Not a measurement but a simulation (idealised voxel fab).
The following process module bears the name voxel self aligned contacts.
The width of the displayed cross-section, cut, is 220 nm; its cells are square, with a size of 5 nm.
Heads up, the way a cross-section reads in here is a grid of square cells, handed over as bands from the top down, with every band being one or more rows of cells.
Top, bottom (nm), then materials left to right with widths (nm); lone material tagged "full width" fills the whole band edge to edge; "air" = empty space.
The reference from which all heights are counted is 0, the level beneath which the as-received wafer is entirely one material; the lowest band, having no lower bound, proceeds downward and is written after the example "0 nm and below".
The two numbers in a width such as "30 to 40" mark its ends across the band: the first belongs to the top row of cells, the second to the bottom row, and from each row to the next the width moves by the same amount.
It should be understood that the words "nothing changed", when stated for a given step, signify that the cross-section underwent no change in any of its cells during that step.
Voids not open to the top, 8 cells minimum: see "Fully enclosed voids". Written width x height at distance; distance is from the left edge; nm.
Formally, on a step line, whatever follows the settings is a remark that the simulator itself makes on the step.
The optional step-line setting "overlay nm" applies to steps with a mask and quantifies how far to the right of its planned location the mask lay, a negative value indicating leftward placement.
THE FOLLOWING LIST GIVES THE PLANNED PROCESS STEPS
1) RECEIVE,material Si
2) CONFORMAL_DEP,material SiO2,thk nm 5
3) DIRECTIONAL_DEP,material polySi,thk nm 25
4) DIRECTIONAL_DEP,material SiN,thk nm 15
5) MASKED_ETCH,tone cover,mask id GATE,width nm 35,pitch nm 70,etch materials SiN,depth nm 15,overlay nm 0
6) MASKED_ETCH,tone cover,mask id GATE,width nm 35,pitch nm 70,etch materials polySi,depth nm 25,overlay nm 0
7) CONFORMAL_DEP,material SiN,thk nm 5
8) DIRECTIONAL_ETCH,etch materials SiN,depth nm 5
9) FILL_DEP,material SiO2,thk nm 10
10) CMP,height nm 50
11) PATTERN,tone open,mask id CONTACT,material resist,width nm 45,thk nm 15,overlay nm 0
12) DIRECTIONAL_ETCH,etch materials SiO2,depth nm 50
13) STRIP,etch materials resist
14) CONFORMAL_DEP,material TiN,thk nm 5
15) FILL_DEP,material Ru,thk nm 10
16) CMP,height nm 50
17) CONFORMAL_DEP,material SiN,thk nm 5
CROSS-SECTION OF THE WAFER UPON ARRIVAL, REPRESENTING THE STATE REACHED AFTER STEP 1
  0 nm and below  Si full width
  Fully enclosed voids: none
FIRST WAFER AT THE END, AS PLANNED
  55 nm to 50 nm  SiN full width
  50 nm to 45 nm  85 SiO2 / 15 TiN / 15 Ru / 15 TiN / 90 SiO2
  45 nm to 30 nm  50 SiO2 / 45 SiN / 5 TiN / 15 Ru / 5 TiN / 45 SiN / 55 SiO2
  30 nm to 5 nm  50 SiO2 / 5 SiN / 35 polySi / 5 SiN / 5 TiN / 15 Ru / 5 TiN / 5 SiN / 35 polySi / 5 SiN / 55 SiO2
  5 nm to 0 nm  95 SiO2 / 25 TiN / 100 SiO2
  0 nm and below  Si full width
  Fully enclosed voids: none
WAFER TWO CROSS-SECTION, MODULE END. START AND PLAN UNCHANGED FROM WAFER ONE; ONE MISTAKE MADE DURING THE RUN
  55 nm to 50 nm  SiN full width
  50 nm to 40 nm  85 SiO2 / 5 to 10 TiN / 35 to 25 Ru / 5 to 10 TiN / 90 SiO2
  40 nm to 30 nm  55 SiO2 / 35 SiN / 5 TiN / 25 Ru / 5 TiN / 35 SiN / 60 SiO2
  30 nm to 5 nm  55 SiO2 / 35 polySi / 5 TiN / 25 Ru / 5 TiN / 35 polySi / 60 SiO2
  5 nm to 0 nm  90 SiO2 / 35 TiN / 95 SiO2
  0 nm and below  Si full width
  Fully enclosed voids: none
It is concluded that the wafer was processed incorrectly with respect to the plan, in that the plan's step 7 was left out and never carried out
Once processing is complete, comparing cell counts shows that the second wafer has more or fewer of certain materials than the first: Ru: 20 more | SiN: 46 fewer | SiO2: 26 more
